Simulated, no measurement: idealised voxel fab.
process module | voxel plated lines
cross-section cut | 240 nm wide | cells 5 nm
A cross-section is a grid of square cells, given in bands from the top down. A band is one or more rows of cells.
Each band's line starts with the height of the band's top and of its bottom, in nm. Then come its materials from left to right, each with its width in nm. One material with "throughout" fills the band from edge to edge. "air" is empty space.
Height 0 is the level under which the wafer as received is all one material. The lowest band goes on downwards, as in "0 down".
A width such as "30 to 40" changes by the same amount from each row of cells to the next, from the band's top row to its bottom row.
"no change" after a step means that no cell of the cross-section changed.
closed voids: empty space of 8 cells or more with no open way to the top, each as width x height at its distance from the left edge, in nm
after a step's settings: what the simulator itself notes on the step
overlay nm, on a step with a mask: how far to the right of its planned place the mask lay; to the left if negative
plan
1 op RECEIVE | material Si
2 op CONFORMAL_DEP | material Al2O3 | thk nm 10
3 op DIRECTIONAL_DEP | material TiN | thk nm 5
4 op PATTERN | tone open | mask id LINES | material resist | width nm 30 | pitch nm 60 | thk nm 30 | overlay nm 0
5 op EPI | material Ru | thk nm 10
6 op EPI | material Ru | thk nm 10
7 op STRIP | etch materials resist
8 op DIRECTIONAL_ETCH | etch materials TiN | depth nm 5
9 op CONFORMAL_DEP | material SiN | thk nm 5
first wafer, as planned
as received, after step 1
  0 down: Si throughout
  closed voids: none
after step 2
  10 to 0: Al2O3 throughout
  below 0: unchanged
after step 3
  15 to 10: TiN throughout
  below 10: unchanged
after step 4
  45 to 15: resist 15 | air 30 | resist 30 | air 30 | resist 30 | air 30 | resist 30 | air 30 | resist 15
  below 15: unchanged
after step 5
  45 to 25: resist 15 | air 30 | resist 30 | air 30 | resist 30 | air 30 | resist 30 | air 30 | resist 15
  25 to 15: resist 15 | Ru 30 | resist 30 | Ru 30 | resist 30 | Ru 30 | resist 30 | Ru 30 | resist 15
  below 15: unchanged
after step 6
  45 to 35: resist 15 | air 30 | resist 30 | air 30 | resist 30 | air 30 | resist 30 | air 30 | resist 15
  35 to 15: resist 15 | Ru 30 | resist 30 | Ru 30 | resist 30 | Ru 30 | resist 30 | Ru 30 | resist 15
  below 15: unchanged
after step 7
  35 to 15: air 15 | Ru 30 | air 30 | Ru 30 | air 30 | Ru 30 | air 30 | Ru 30 | air 15
  below 15: unchanged
after step 8
  35 to 15: air 15 | Ru 30 | air 30 | Ru 30 | air 30 | Ru 30 | air 30 | Ru 30 | air 15
  15 to 10: air 15 | TiN 30 | air 30 | TiN 30 | air 30 | TiN 30 | air 30 | TiN 30 | air 15
  below 10: unchanged
after step 9
  40 to 35: air 10 | SiN 40 | air 20 | SiN 40 | air 20 | SiN 40 | air 20 | SiN 40 | air 10
  35 to 15: air 10 | SiN 5 | Ru 30 | SiN 5 | air 20 | SiN 5 | Ru 30 | SiN 5 | air 20 | SiN 5 | Ru 30 | SiN 5 | air 20 | SiN 5 | Ru 30 | SiN 5 | air 10
  15 to 10: SiN 15 | TiN 30 | SiN 30 | TiN 30 | SiN 30 | TiN 30 | SiN 30 | TiN 30 | SiN 15
  below 10: unchanged
second wafer: like start, like plan, one mistake. Through step 2 it matches the first wafer
when step 3 should have ended
  15 to 0: Al2O3 throughout
  below 0: unchanged
when step 4 should have ended
  45 to 15: resist 15 | air 30 | resist 30 | air 30 | resist 30 | air 30 | resist 30 | air 30 | resist 15
  below 15: unchanged
when step 5 should have ended: no change
when step 6 should have ended: no change
when step 7 should have ended
  15 to 0: Al2O3 throughout
  below 0: unchanged
when step 8 should have ended: no change
when step 9 should have ended
  20 to 15: SiN throughout
  below 15: unchanged
what went wrong: step 3 ran as: op DIRECTIONAL_DEP | material Al2O3 | thk nm 5
at the end the second wafer has, in cells: 48 more of Al2O3 | 96 fewer of Ru | 40 fewer of SiN | 24 fewer of TiN
